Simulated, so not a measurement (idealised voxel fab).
This is a process module. Its name is voxel ribs on slabs.
150 nm wide, 5 nm square cells: that's cross-section cut.
Bands, listed from the top down, are how a cross-section gets written in this document; the cross-section itself is a grid of square cells, and a band is one or more rows of them. A band entry consists of two parts. The first gives the height of the band's top and the height of its bottom, in nm. The rest lists the band's materials from left to right, each with its width in nm. A single material labelled with the word "everywhere" fills the band from edge to edge, and the word "air" marks empty space. Heights are measured from 0, the level below which the as-received wafer is all one material; the lowest band has no bottom and continues downward, written as in "0 nm and below". The width entry "30->40" should be interpreted row by row: the top row of cells in the band takes the first number, the bottom row takes the second number, and the change between adjacent rows is uniform throughout. For the purposes of this document, the phrase "changes: none" attached to a step denotes that no cell within the cross-section was modified by that step. "Entrapped void list": sealed empty spaces, 8 cells or more, no open way to top, listed width x height at distance, with distance from the left edge and width, height and distance in nm. Note: text after step settings on the step line = simulator remark on that step. For masked steps, "overlay nm" on the step line gives how far right of plan the mask actually lay; a minus sign means it lay to the left.
[The steps planned for the process are as follows]
1. RECEIVE with material Si
2. DIRECTIONAL_DEP with material SiO2, thk nm 30
3. DIRECTIONAL_DEP with material polySi, thk nm 20
4. DIRECTIONAL_DEP with material aC, thk nm 15
5. PATTERN with tone cover, mask id RIB, material resist, width nm 20, thk nm 30, overlay nm 0
6. DIRECTIONAL_ETCH with etch materials aC, depth nm 15
7. STRIP with etch materials resist
8. DIRECTIONAL_ETCH with etch materials polySi, depth nm 15
9. STRIP with etch materials aC
10. PATTERN with tone cover, mask id SLAB, material resist, width nm 60, thk nm 15, overlay nm 0
11. DIRECTIONAL_ETCH with etch materials polySi, depth nm 5
12. STRIP with etch materials resist
13. FILL_DEP with material SiO2, thk nm 25
14. CMP with height nm 65
15. DIRECTIONAL_DEP with material W, thk nm 5
16. PATTERN with tone cover, mask id HEATER, material resist, width nm 20, thk nm 15, overlay nm 0
17. DIRECTIONAL_ETCH with etch materials W, depth nm 5
18. STRIP with etch materials resist
19. CONFORMAL_DEP with material SiO2, thk nm 5
The wafers are alike at the start. At step 16, their width nm differs. The plan lists the first wafer's value.
[Cut through the first of several wafers as received, post step 1]
  0 nm and below = Si everywhere
  Entrapped void list: none
[Below, a row for every wafer. Read it as the end-of-module picture: for each material the wafer shows its cells gained (+) or lost (-) since it was received, and then its closed voids]
width nm 20; +398 SiO2; +4 W; +24 polySi; Entrapped void list: none
width nm 25; +398 SiO2; +5 W; +24 polySi; Entrapped void list: none
width nm 30; +398 SiO2; +6 W; +24 polySi; Entrapped void list: none
width nm 35; +398 SiO2; +7 W; +24 polySi; Entrapped void list: none
width nm 40; +398 SiO2; +8 W; +24 polySi; Entrapped void list: none
width nm 45; +398 SiO2; +9 W; +24 polySi; Entrapped void list: none
